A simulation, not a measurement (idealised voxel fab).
Name of the process module below: voxel wiring stack
Each square cell in cross-section cut measures 5 nm, and the section as a whole is 265 nm wide.
This document writes a cross-section as a grid whose cells are square, and gives it as bands, listed from the top down; one or more rows of cells form a band.
Basically the band line says how high the top is and how high the bottom is, in nm, and then what's in it from left to right, every material with its width in nm. Empty space shows up as "air", and if a single material carries "edge to edge" it runs the full band edge to edge.
Note: height 0 marks the level under which the wafer is uniformly one material as received. Lowest band unbounded below, written "0 and below".
Note: "30..40" means the width goes from the first number (top row of the band) to the second number (bottom row) in equal steps per row of cells.
Where the words "remains unaltered" appear for a step, the cross-section shows no cell changed by that step; every cell remained as before.
You'll see "Sealed void list" listing empty spaces that have no way open to the top, as long as they're 8 cells or more; the notation is width x height at distance, where the distance is from the left edge, and all of it is in nm.
On a step's line, text after the settings is the simulator commenting on that step.
You can add "overlay nm" to a step's line. For a step with a mask, it describes how far the mask lay to the right of its planned position, and a negative number describes a lay to the left.
# Below is the list of planned process steps
step 1: RECEIVE (material Si)
step 2: CONFORMAL_DEP (material SiO2; thk nm 10)
step 3: CONFORMAL_DEP (material SiN; thk nm 5)
step 4: DIRECTIONAL_DEP (material lowk; thk nm 25)
step 5: MASKED_ETCH (tone open; mask id METAL_1; width nm 20; pitch nm 40; etch materials lowk; depth nm 25; overlay nm 0)
step 6: MASKED_ETCH (tone open; mask id METAL_1; width nm 20; pitch nm 40; etch materials SiN; depth nm 5; overlay nm 0)
step 7: CONFORMAL_DEP (material TiN; thk nm 5)
step 8: FILL_DEP (material W; thk nm 10)
step 9: CMP (height nm 40)
step 10: CONFORMAL_DEP (material SiCN; thk nm 5)
step 11: DIRECTIONAL_DEP (material lowk; thk nm 20)
step 12: PATTERN (tone open; mask id PLUG_1; material resist; width nm 15; thk nm 20; overlay nm 0)
step 13: DIRECTIONAL_ETCH (etch materials lowk; depth nm 20)
step 14: DIRECTIONAL_ETCH (etch materials SiCN; depth nm 5)
step 15: STRIP (etch materials resist)
step 16: EPI (material Ru; thk nm 10)
step 17: EPI (material Ru; thk nm 10)
step 18: EPI (material Ru; thk nm 5)
step 19: DIRECTIONAL_DEP (material TiN; thk nm 5)
step 20: DIRECTIONAL_DEP (material Ru; thk nm 15)
step 21: PATTERN (tone cover; mask id METAL_2; material resist; width nm 20; pitch nm 40; thk nm 15; overlay nm 0)
step 22: DIRECTIONAL_ETCH (etch materials Ru; depth nm 15)
step 23: DIRECTIONAL_ETCH (etch materials TiN; depth nm 5)
step 24: STRIP (etch materials resist)
step 25: CONFORMAL_DEP (material SiN; thk nm 5)
step 26: FILL_DEP (material SiO2; thk nm 10)
step 27: CMP (height nm 85)
step 28: CONFORMAL_DEP (material SiCN; thk nm 5)
step 29: DIRECTIONAL_DEP (material lowk; thk nm 15)
step 30: PATTERN (tone open; mask id PLUG_2; material resist; width nm 15; pitch nm 40; thk nm 15; overlay nm 0)
step 31: DIRECTIONAL_ETCH (etch materials lowk; depth nm 15)
step 32: DIRECTIONAL_ETCH (etch materials SiCN; depth nm 5)
step 33: STRIP (etch materials resist)
step 34: EPI (material Ru; thk nm 10)
step 35: EPI (material Ru; thk nm 10)
step 36: DIRECTIONAL_DEP (material TiN; thk nm 5)
step 37: DIRECTIONAL_DEP (material W; thk nm 25)
step 38: DIRECTIONAL_DEP (material aC; thk nm 10)
step 39: PATTERN (tone cover; mask id METAL_3; material resist; width nm 20; pitch nm 40; thk nm 30; overlay nm 0)
step 40: DIRECTIONAL_ETCH (etch materials aC; depth nm 10)
step 41: STRIP (etch materials resist)
step 42: DIRECTIONAL_ETCH (etch materials W; depth nm 25)
step 43: DIRECTIONAL_ETCH (etch materials TiN; depth nm 5)
step 44: STRIP (etch materials aC)
step 45: FILL_DEP (material SiO2; thk nm 10)
step 46: CMP (height nm 135)
step 47: CONFORMAL_DEP (material SiCN; thk nm 5)
# First of the two wafers, run per plan
# Cross-section of the wafer as it came to us, i.e., already through step 1
* 0 and below = Si edge to edge
* Sealed void list: none
# After step 2: wafer cross-section
* 10 down to 0 = SiO2 edge to edge
* Below a height of 0, the structure has not been altered.
# After step 3: wafer cross-section
* 15 down to 10 = SiN edge to edge
* Below a height of 10, the structure has not been altered.
# After step 4: wafer cross-section
* 40 down to 15 = lowk edge to edge
* Below a height of 15, the structure has not been altered.
# After step 5: wafer cross-section
* 40 down to 15 = lowk (100), then air (20), then lowk (20), then air (20), then lowk (105)
* Below a height of 15, the structure has not been altered.
# After step 6: wafer cross-section
* 40 down to 15 = lowk (100), then air (20), then lowk (20), then air (20), then lowk (105)
* 15 down to 10 = SiN (100), then air (20), then SiN (20), then air (20), then SiN (105)
* Below a height of 10, the structure has not been altered.
# After step 7: wafer cross-section
* 45 down to 40 = TiN (105), then air (10), then TiN (30), then air (10), then TiN (110)
* 40 down to 15 = lowk (100), then TiN (5), then air (10), then TiN (5), then lowk (20), then TiN (5), then air (10), then TiN (5), then lowk (105)
* 15 down to 10 = SiN (100), then TiN (20), then SiN (20), then TiN (20), then SiN (105)
* Below a height of 10, the structure has not been altered.
# After step 8: wafer cross-section
* 55 down to 45 = W edge to edge
* 45 down to 40 = TiN (105), then W (10), then TiN (30), then W (10), then TiN (110)
* 40 down to 15 = lowk (100), then TiN (5), then W (10), then TiN (5), then lowk (20), then TiN (5), then W (10), then TiN (5), then lowk (105)
* Below a height of 15, the structure has not been altered.
# After step 9: wafer cross-section
* 40 down to 15 = lowk (100), then TiN (5), then W (10), then TiN (5), then lowk (20), then TiN (5), then W (10), then TiN (5), then lowk (105)
* Below a height of 15, the structure has not been altered.
# After step 10: wafer cross-section
* 45 down to 40 = SiCN edge to edge
* Below a height of 40, the structure has not been altered.
# After step 11: wafer cross-section
* 65 down to 45 = lowk edge to edge
* Below a height of 45, the structure has not been altered.
# After step 12: wafer cross-section
* 85 down to 65 = resist (100), then air (15), then resist (150)
* Below a height of 65, the structure has not been altered.
# After step 13: wafer cross-section
* 85 down to 65 = resist (100), then air (15), then resist (150)
* 65 down to 45 = lowk (100), then air (15), then lowk (150)
* Below a height of 45, the structure has not been altered.
# After step 14: wafer cross-section
* 85 down to 65 = resist (100), then air (15), then resist (150)
* 65 down to 45 = lowk (100), then air (15), then lowk (150)
* 45 down to 40 = SiCN (100), then air (15), then SiCN (150)
* Below a height of 40, the structure has not been altered.
# After step 15: wafer cross-section
* 65 down to 45 = lowk (100), then air (15), then lowk (150)
* Below a height of 45, the structure has not been altered.
# After step 16: wafer cross-section
* 65 down to 50 = lowk (100), then air (15), then lowk (150)
* 50 down to 45 = lowk (100), then Ru (15), then lowk (150)
* 45 down to 40 = SiCN (100), then Ru (15), then SiCN (150)
* Below a height of 40, the structure has not been altered.
# After step 17: wafer cross-section
* 65 down to 60 = lowk (100), then air (15), then lowk (150)
* 60 down to 45 = lowk (100), then Ru (15), then lowk (150)
* Below a height of 45, the structure has not been altered.
# After step 18: wafer cross-section
* 65 down to 45 = lowk (100), then Ru (15), then lowk (150)
* Below a height of 45, the structure has not been altered.
# After step 19: wafer cross-section
* 70 down to 65 = TiN edge to edge
* Below a height of 65, the structure has not been altered.
# After step 20: wafer cross-section
* 85 down to 70 = Ru edge to edge
* Below a height of 70, the structure has not been altered.
# After step 21: wafer cross-section
* 100 down to 85 = air (100), then resist (20), then air (20), then resist (20), then air (105)
* Below a height of 85, the structure has not been altered.
# After step 22: wafer cross-section
* 100 down to 85 = air (100), then resist (20), then air (20), then resist (20), then air (105)
* 85 down to 70 = air (100), then Ru (20), then air (20), then Ru (20), then air (105)
* Below a height of 70, the structure has not been altered.
# After step 23: wafer cross-section
* 100 down to 85 = air (100), then resist (20), then air (20), then resist (20), then air (105)
* 85 down to 70 = air (100), then Ru (20), then air (20), then Ru (20), then air (105)
* 70 down to 65 = air (100), then TiN (20), then air (20), then TiN (20), then air (105)
* Below a height of 65, the structure has not been altered.
# After step 24: wafer cross-section
* 85 down to 70 = air (100), then Ru (20), then air (20), then Ru (20), then air (105)
* Below a height of 70, the structure has not been altered.
# After step 25: wafer cross-section
* 90 down to 85 = air (95), then SiN (30), then air (10), then SiN (30), then air (100)
* 85 down to 70 = air (95), then SiN (5), then Ru (20), then SiN (5), then air (10), then SiN (5), then Ru (20), then SiN (5), then air (100)
* 70 down to 65 = SiN (100), then TiN (20), then SiN (20), then TiN (20), then SiN (105)
* Below a height of 65, the structure has not been altered.
# After step 26: wafer cross-section
* 100 down to 90 = SiO2 edge to edge
* 90 down to 85 = SiO2 (95), then SiN (30), then SiO2 (10), then SiN (30), then SiO2 (100)
* 85 down to 70 = SiO2 (95), then SiN (5), then Ru (20), then SiN (5), then SiO2 (10), then SiN (5), then Ru (20), then SiN (5), then SiO2 (100)
* Below a height of 70, the structure has not been altered.
# After step 27: wafer cross-section
* 85 down to 70 = SiO2 (95), then SiN (5), then Ru (20), then SiN (5), then SiO2 (10), then SiN (5), then Ru (20), then SiN (5), then SiO2 (100)
* Below a height of 70, the structure has not been altered.
# After step 28: wafer cross-section
* 90 down to 85 = SiCN edge to edge
* Below a height of 85, the structure has not been altered.
# After step 29: wafer cross-section
* 105 down to 90 = lowk edge to edge
* Below a height of 90, the structure has not been altered.
# After step 30: wafer cross-section
* 120 down to 105 = resist (100), then air (15), then resist (25), then air (15), then resist (110)
* Below a height of 105, the structure has not been altered.
# After step 31: wafer cross-section
* 120 down to 105 = resist (100), then air (15), then resist (25), then air (15), then resist (110)
* 105 down to 90 = lowk (100), then air (15), then lowk (25), then air (15), then lowk (110)
* Below a height of 90, the structure has not been altered.
# After step 32: wafer cross-section
* 120 down to 105 = resist (100), then air (15), then resist (25), then air (15), then resist (110)
* 105 down to 90 = lowk (100), then air (15), then lowk (25), then air (15), then lowk (110)
* 90 down to 85 = SiCN (100), then air (15), then SiCN (25), then air (15), then SiCN (110)
* Below a height of 85, the structure has not been altered.
# After step 33: wafer cross-section
* 105 down to 90 = lowk (100), then air (15), then lowk (25), then air (15), then lowk (110)
* Below a height of 90, the structure has not been altered.
# After step 34: wafer cross-section
* 105 down to 95 = lowk (100), then air (15), then lowk (25), then air (15), then lowk (110)
* 95 down to 90 = lowk (100), then Ru (15), then lowk (25), then Ru (15), then lowk (110)
* 90 down to 85 = SiCN (100), then Ru (15), then SiCN (25), then Ru (15), then SiCN (110)
* Below a height of 85, the structure has not been altered.
# After step 35: wafer cross-section
* 105 down to 90 = lowk (100), then Ru (15), then lowk (25), then Ru (15), then lowk (110)
* Below a height of 90, the structure has not been altered.
# After step 36: wafer cross-section
* 110 down to 105 = TiN edge to edge
* Below a height of 105, the structure has not been altered.
# After step 37: wafer cross-section
* 135 down to 110 = W edge to edge
* Below a height of 110, the structure has not been altered.
# After step 38: wafer cross-section
* 145 down to 135 = aC edge to edge
* Below a height of 135, the structure has not been altered.
# After step 39: wafer cross-section
* 175 down to 145 = air (100), then resist (20), then air (20), then resist (20), then air (105)
* Below a height of 145, the structure has not been altered.
# After step 40: wafer cross-section
* 165 down to 145 = air (100), then resist (20), then air (20), then resist (20), then air (105)
* 145 down to 135 = air (100), then aC (20), then air (20), then aC (20), then air (105)
* Below a height of 135, the structure has not been altered.
# After step 41: wafer cross-section
* 145 down to 135 = air (100), then aC (20), then air (20), then aC (20), then air (105)
* Below a height of 135, the structure has not been altered.
# After step 42: wafer cross-section
* 145 down to 135 = air (100), then aC (20), then air (20), then aC (20), then air (105)
* 135 down to 110 = air (100), then W (20), then air (20), then W (20), then air (105)
* Below a height of 110, the structure has not been altered.
# After step 43: wafer cross-section
* 145 down to 135 = air (100), then aC (20), then air (20), then aC (20), then air (105)
* 135 down to 110 = air (100), then W (20), then air (20), then W (20), then air (105)
* 110 down to 105 = air (100), then TiN (20), then air (20), then TiN (20), then air (105)
* Below a height of 105, the structure has not been altered.
# After step 44: wafer cross-section
* 135 down to 110 = air (100), then W (20), then air (20), then W (20), then air (105)
* Below a height of 110, the structure has not been altered.
# After step 45: wafer cross-section
* 145 down to 135 = SiO2 edge to edge
* 135 down to 110 = SiO2 (100), then W (20), then SiO2 (20), then W (20), then SiO2 (105)
* 110 down to 105 = SiO2 (100), then TiN (20), then SiO2 (20), then TiN (20), then SiO2 (105)
* Below a height of 105, the structure has not been altered.
# After step 46: wafer cross-section
* 135 down to 110 = SiO2 (100), then W (20), then SiO2 (20), then W (20), then SiO2 (105)
* Below a height of 110, the structure has not been altered.
# After step 47: wafer cross-section
* 140 down to 135 = SiCN edge to edge
* Below a height of 135, the structure has not been altered.
# Second of two: same start, same plan, one run error; steps up to and including 2 match the first
# Second wafer, sectioned view, at step 3's planned end time
* 35 down to 10 = lowk edge to edge
* Below a height of 10, the structure has not been altered.
# Second wafer, sectioned view, at step 4's planned end time
* 40 down to 35 = SiN edge to edge
* Below a height of 35, the structure has not been altered.
Second wafer, sectioned view, at step 5's planned end time: remains unaltered
# Second wafer, sectioned view, at step 6's planned end time
* 40 down to 35 = SiN (100), then air (20), then SiN (20), then air (20), then SiN (105)
* Below a height of 35, the structure has not been altered.
# Second wafer, sectioned view, at step 7's planned end time
* 45 down to 40 = TiN (105), then air (10), then TiN (30), then air (10), then TiN (110)
* 40 down to 35 = SiN (100), then TiN (20), then SiN (20), then TiN (20), then SiN (105)
* Below a height of 35, the structure has not been altered.
# Second wafer, sectioned view, at step 8's planned end time
* 55 down to 45 = W edge to edge
* 45 down to 40 = TiN (105), then W (10), then TiN (30), then W (10), then TiN (110)
* Below a height of 40, the structure has not been altered.
# Second wafer, sectioned view, at step 9's planned end time
* 40 down to 35 = SiN (100), then TiN (20), then SiN (20), then TiN (20), then SiN (105)
* Below a height of 35, the structure has not been altered.
# Second wafer, sectioned view, at step 10's planned end time
* 45 down to 40 = SiCN edge to edge
* Below a height of 40, the structure has not been altered.
# Second wafer, sectioned view, at step 11's planned end time
* 65 down to 45 = lowk edge to edge
* Below a height of 45, the structure has not been altered.
# Second wafer, sectioned view, at step 12's planned end time
* 85 down to 65 = resist (100), then air (15), then resist (150)
* Below a height of 65, the structure has not been altered.
# Second wafer, sectioned view, at step 13's planned end time
* 85 down to 65 = resist (100), then air (15), then resist (150)
* 65 down to 45 = lowk (100), then air (15), then lowk (150)
* Below a height of 45, the structure has not been altered.
# Second wafer, sectioned view, at step 14's planned end time
* 85 down to 65 = resist (100), then air (15), then resist (150)
* 65 down to 45 = lowk (100), then air (15), then lowk (150)
* 45 down to 40 = SiCN (100), then air (15), then SiCN (150)
* Below a height of 40, the structure has not been altered.
# Second wafer, sectioned view, at step 15's planned end time
* 65 down to 45 = lowk (100), then air (15), then lowk (150)
* Below a height of 45, the structure has not been altered.
# Second wafer, sectioned view, at step 16's planned end time
* 65 down to 50 = lowk (100), then air (15), then lowk (150)
* 50 down to 45 = lowk (100), then Ru (15), then lowk (150)
* 45 down to 40 = SiCN (100), then Ru (15), then SiCN (150)
* Below a height of 40, the structure has not been altered.
# Second wafer, sectioned view, at step 17's planned end time
* 65 down to 60 = lowk (100), then air (15), then lowk (150)
* 60 down to 45 = lowk (100), then Ru (15), then lowk (150)
* Below a height of 45, the structure has not been altered.
# Second wafer, sectioned view, at step 18's planned end time
* 65 down to 45 = lowk (100), then Ru (15), then lowk (150)
* Below a height of 45, the structure has not been altered.
# Second wafer, sectioned view, at step 19's planned end time
* 70 down to 65 = TiN edge to edge
* Below a height of 65, the structure has not been altered.
# Second wafer, sectioned view, at step 20's planned end time
* 85 down to 70 = Ru edge to edge
* Below a height of 70, the structure has not been altered.
# Second wafer, sectioned view, at step 21's planned end time
* 100 down to 85 = air (100), then resist (20), then air (20), then resist (20), then air (105)
* Below a height of 85, the structure has not been altered.
# Second wafer, sectioned view, at step 22's planned end time
* 100 down to 85 = air (100), then resist (20), then air (20), then resist (20), then air (105)
* 85 down to 70 = air (100), then Ru (20), then air (20), then Ru (20), then air (105)
* Below a height of 70, the structure has not been altered.
# Second wafer, sectioned view, at step 23's planned end time
* 100 down to 85 = air (100), then resist (20), then air (20), then resist (20), then air (105)
* 85 down to 70 = air (100), then Ru (20), then air (20), then Ru (20), then air (105)
* 70 down to 65 = air (100), then TiN (20), then air (20), then TiN (20), then air (105)
* Below a height of 65, the structure has not been altered.
# Second wafer, sectioned view, at step 24's planned end time
* 85 down to 70 = air (100), then Ru (20), then air (20), then Ru (20), then air (105)
* Below a height of 70, the structure has not been altered.
# Second wafer, sectioned view, at step 25's planned end time
* 90 down to 85 = air (95), then SiN (30), then air (10), then SiN (30), then air (100)
* 85 down to 70 = air (95), then SiN (5), then Ru (20), then SiN (5), then air (10), then SiN (5), then Ru (20), then SiN (5), then air (100)
* 70 down to 65 = SiN (100), then TiN (20), then SiN (20), then TiN (20), then SiN (105)
* Below a height of 65, the structure has not been altered.
# Second wafer, sectioned view, at step 26's planned end time
* 100 down to 90 = SiO2 edge to edge
* 90 down to 85 = SiO2 (95), then SiN (30), then SiO2 (10), then SiN (30), then SiO2 (100)
* 85 down to 70 = SiO2 (95), then SiN (5), then Ru (20), then SiN (5), then SiO2 (10), then SiN (5), then Ru (20), then SiN (5), then SiO2 (100)
* Below a height of 70, the structure has not been altered.
# Second wafer, sectioned view, at step 27's planned end time
* 85 down to 70 = SiO2 (95), then SiN (5), then Ru (20), then SiN (5), then SiO2 (10), then SiN (5), then Ru (20), then SiN (5), then SiO2 (100)
* Below a height of 70, the structure has not been altered.
# Second wafer, sectioned view, at step 28's planned end time
* 90 down to 85 = SiCN edge to edge
* Below a height of 85, the structure has not been altered.
# Second wafer, sectioned view, at step 29's planned end time
* 105 down to 90 = lowk edge to edge
* Below a height of 90, the structure has not been altered.
# Second wafer, sectioned view, at step 30's planned end time
* 120 down to 105 = resist (100), then air (15), then resist (25), then air (15), then resist (110)
* Below a height of 105, the structure has not been altered.
# Second wafer, sectioned view, at step 31's planned end time
* 120 down to 105 = resist (100), then air (15), then resist (25), then air (15), then resist (110)
* 105 down to 90 = lowk (100), then air (15), then lowk (25), then air (15), then lowk (110)
* Below a height of 90, the structure has not been altered.
# Second wafer, sectioned view, at step 32's planned end time
* 120 down to 105 = resist (100), then air (15), then resist (25), then air (15), then resist (110)
* 105 down to 90 = lowk (100), then air (15), then lowk (25), then air (15), then lowk (110)
* 90 down to 85 = SiCN (100), then air (15), then SiCN (25), then air (15), then SiCN (110)
* Below a height of 85, the structure has not been altered.
# Second wafer, sectioned view, at step 33's planned end time
* 105 down to 90 = lowk (100), then air (15), then lowk (25), then air (15), then lowk (110)
* Below a height of 90, the structure has not been altered.
# Second wafer, sectioned view, at step 34's planned end time
* 105 down to 95 = lowk (100), then air (15), then lowk (25), then air (15), then lowk (110)
* 95 down to 90 = lowk (100), then Ru (15), then lowk (25), then Ru (15), then lowk (110)
* 90 down to 85 = SiCN (100), then Ru (15), then SiCN (25), then Ru (15), then SiCN (110)
* Below a height of 85, the structure has not been altered.
# Second wafer, sectioned view, at step 35's planned end time
* 105 down to 90 = lowk (100), then Ru (15), then lowk (25), then Ru (15), then lowk (110)
* Below a height of 90, the structure has not been altered.
# Second wafer, sectioned view, at step 36's planned end time
* 110 down to 105 = TiN edge to edge
* Below a height of 105, the structure has not been altered.
# Second wafer, sectioned view, at step 37's planned end time
* 135 down to 110 = W edge to edge
* Below a height of 110, the structure has not been altered.
# Second wafer, sectioned view, at step 38's planned end time
* 145 down to 135 = aC edge to edge
* Below a height of 135, the structure has not been altered.
# Second wafer, sectioned view, at step 39's planned end time
* 175 down to 145 = air (100), then resist (20), then air (20), then resist (20), then air (105)
* Below a height of 145, the structure has not been altered.
# Second wafer, sectioned view, at step 40's planned end time
* 165 down to 145 = air (100), then resist (20), then air (20), then resist (20), then air (105)
* 145 down to 135 = air (100), then aC (20), then air (20), then aC (20), then air (105)
* Below a height of 135, the structure has not been altered.
# Second wafer, sectioned view, at step 41's planned end time
* 145 down to 135 = air (100), then aC (20), then air (20), then aC (20), then air (105)
* Below a height of 135, the structure has not been altered.
# Second wafer, sectioned view, at step 42's planned end time
* 145 down to 135 = air (100), then aC (20), then air (20), then aC (20), then air (105)
* 135 down to 110 = air (100), then W (20), then air (20), then W (20), then air (105)
* Below a height of 110, the structure has not been altered.
# Second wafer, sectioned view, at step 43's planned end time
* 145 down to 135 = air (100), then aC (20), then air (20), then aC (20), then air (105)
* 135 down to 110 = air (100), then W (20), then air (20), then W (20), then air (105)
* 110 down to 105 = air (100), then TiN (20), then air (20), then TiN (20), then air (105)
* Below a height of 105, the structure has not been altered.
# Second wafer, sectioned view, at step 44's planned end time
* 135 down to 110 = air (100), then W (20), then air (20), then W (20), then air (105)
* Below a height of 110, the structure has not been altered.
# Second wafer, sectioned view, at step 45's planned end time
* 145 down to 135 = SiO2 edge to edge
* 135 down to 110 = SiO2 (100), then W (20), then SiO2 (20), then W (20), then SiO2 (105)
* 110 down to 105 = SiO2 (100), then TiN (20), then SiO2 (20), then TiN (20), then SiO2 (105)
* Below a height of 105, the structure has not been altered.
# Second wafer, sectioned view, at step 46's planned end time
* 135 down to 110 = SiO2 (100), then W (20), then SiO2 (20), then W (20), then SiO2 (105)
* Below a height of 110, the structure has not been altered.
# Second wafer, sectioned view, at step 47's planned end time
* 140 down to 135 = SiCN edge to edge
* Below a height of 135, the structure has not been altered.
What went wrong in running the wafer? steps 3 and 4 were swapped
Materials where the second wafer ends with more or fewer cells than the first: TiN -20 | W -20 | lowk +40
